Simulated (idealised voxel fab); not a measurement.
process module | voxel self aligned vias
cross-section cut | 170 nm wide | cells 5 nm
A cross-section is a grid of square cells, given in bands from the top down. A band is one or more rows of cells.
Each band's line starts with the height of the band's top and of its bottom, in nm. Then come its materials from left to right, each with its width in nm. One material with "throughout" fills the band from edge to edge. "air" is empty space.
Height 0 is the level under which the wafer as received is all one material. The lowest band goes on downwards, as in "0 down".
A width such as "30 to 40" changes by the same amount from each row of cells to the next, from the band's top row to its bottom row.
"no change" after a step means that no cell of the cross-section changed.
closed voids: empty space of 8 cells or more with no open way to the top, each as width x height at its distance from the left edge, in nm
after a step's settings: what the simulator itself notes on the step
overlay nm, on a step with a mask: how far to the right of its planned place the mask lay; to the left if negative
plan
1 op RECEIVE | material Si
2 op CONFORMAL_DEP | material SiO2 | thk nm 15
3 op CONFORMAL_DEP | material SiCN | thk nm 5
4 op DIRECTIONAL_DEP | material lowk | thk nm 20
5 op PATTERN | tone open | mask id LINES | material resist | width nm 15 | pitch nm 55 | thk nm 20 | overlay nm 0
6 op DIRECTIONAL_ETCH | etch materials lowk | depth nm 20
7 op STRIP | etch materials resist
8 op CONFORMAL_DEP | material TiN | thk nm 5
9 op FILL_DEP | material Ru | thk nm 5
10 op CMP | height nm 40
11 op SELECTIVE_ETCH | etch materials W Ru TiN | depth nm 10
12 op FILL_DEP | material SiN | thk nm 10
13 op CMP | height nm 40
14 op DIRECTIONAL_DEP | material lowk | thk nm 20
15 op MASKED_ETCH | tone open | mask id VIAS | width nm 30 | pitch nm 110 | etch materials lowk | depth nm 20 | overlay nm 0
16 op MASKED_ETCH | tone open | mask id VIAS | width nm 30 | pitch nm 110 | etch materials SiN | depth nm 10 | overlay nm 0
17 op CONFORMAL_DEP | material TiN | thk nm 5
18 op FILL_DEP | material Ru | thk nm 10
19 op CMP | height nm 60
20 op CONFORMAL_DEP | material SiN | thk nm 5
varied across the wafers: width nm of step 5. The plan shows the first wafer's value. All wafers start alike
first wafer as received, after step 1
  0 down: Si throughout
  closed voids: none
first wafer at the end, after step 20
  65 to 60: SiN throughout
  60 to 45: lowk 15 | TiN 5 | Ru 20 | TiN 5 | lowk 80 | TiN 5 | Ru 20 | TiN 5 | lowk 15
  45 to 40: lowk 15 | TiN 15 | Ru 5 | TiN 10 | lowk 80 | TiN 15 | Ru 5 | TiN 10 | lowk 15
  40 to 35: lowk 25 | TiN 5 | Ru 5 | TiN 5 | lowk 40 | SiN 15 | lowk 40 | TiN 5 | Ru 5 | TiN 5 | lowk 20
  35 to 30: lowk 25 | TiN 15 | lowk 40 | SiN 15 | lowk 40 | TiN 15 | lowk 20
  30 to 25: lowk 25 | TiN 5 | Ru 5 | TiN 5 | lowk 40 | TiN 5 | Ru 5 | TiN 5 | lowk 40 | TiN 5 | Ru 5 | TiN 5 | lowk 20
  25 to 20: lowk 25 | TiN 15 | lowk 40 | TiN 15 | lowk 40 | TiN 15 | lowk 20
  20 to 15: SiCN throughout
  15 to 0: SiO2 throughout
  0 down: Si throughout
  closed voids: none
last wafer at the end
  65 to 60: SiN throughout
  60 to 40: lowk 15 | TiN 5 | Ru 20 | TiN 5 | lowk 80 | TiN 5 | Ru 20 | TiN 5 | lowk 15
  40 to 35: lowk 15 | TiN 5 | Ru 20 | TiN 5 | lowk 25 | SiN 30 | lowk 25 | TiN 5 | Ru 20 | TiN 5 | lowk 15
  35 to 30: lowk 15 | TiN 30 | lowk 25 | SiN 30 | lowk 25 | TiN 30 | lowk 15
  30 to 25: lowk 15 | TiN 5 | Ru 20 | TiN 5 | lowk 25 | TiN 5 | Ru 20 | TiN 5 | lowk 25 | TiN 5 | Ru 20 | TiN 5 | lowk 15
  25 to 20: lowk 15 | TiN 30 | lowk 25 | TiN 30 | lowk 25 | TiN 30 | lowk 15
  20 to 15: SiCN throughout
  15 to 0: SiO2 throughout
  0 down: Si throughout
  closed voids: none
each wafer at the end: cells of each material gained (+) or lost (-) since it was received, then its closed voids
width nm 15 | +31 Ru | +34 SiCN | +40 SiN | +102 SiO2 | +47 TiN | +188 lowk | closed voids: none
width nm 20 | +38 Ru | +34 SiCN | +42 SiN | +102 SiO2 | +50 TiN | +176 lowk | closed voids: none
width nm 25 | +45 Ru | +34 SiCN | +44 SiN | +102 SiO2 | +53 TiN | +164 lowk | closed voids: none
width nm 30 | +52 Ru | +34 SiCN | +46 SiN | +102 SiO2 | +56 TiN | +152 lowk | closed voids: none
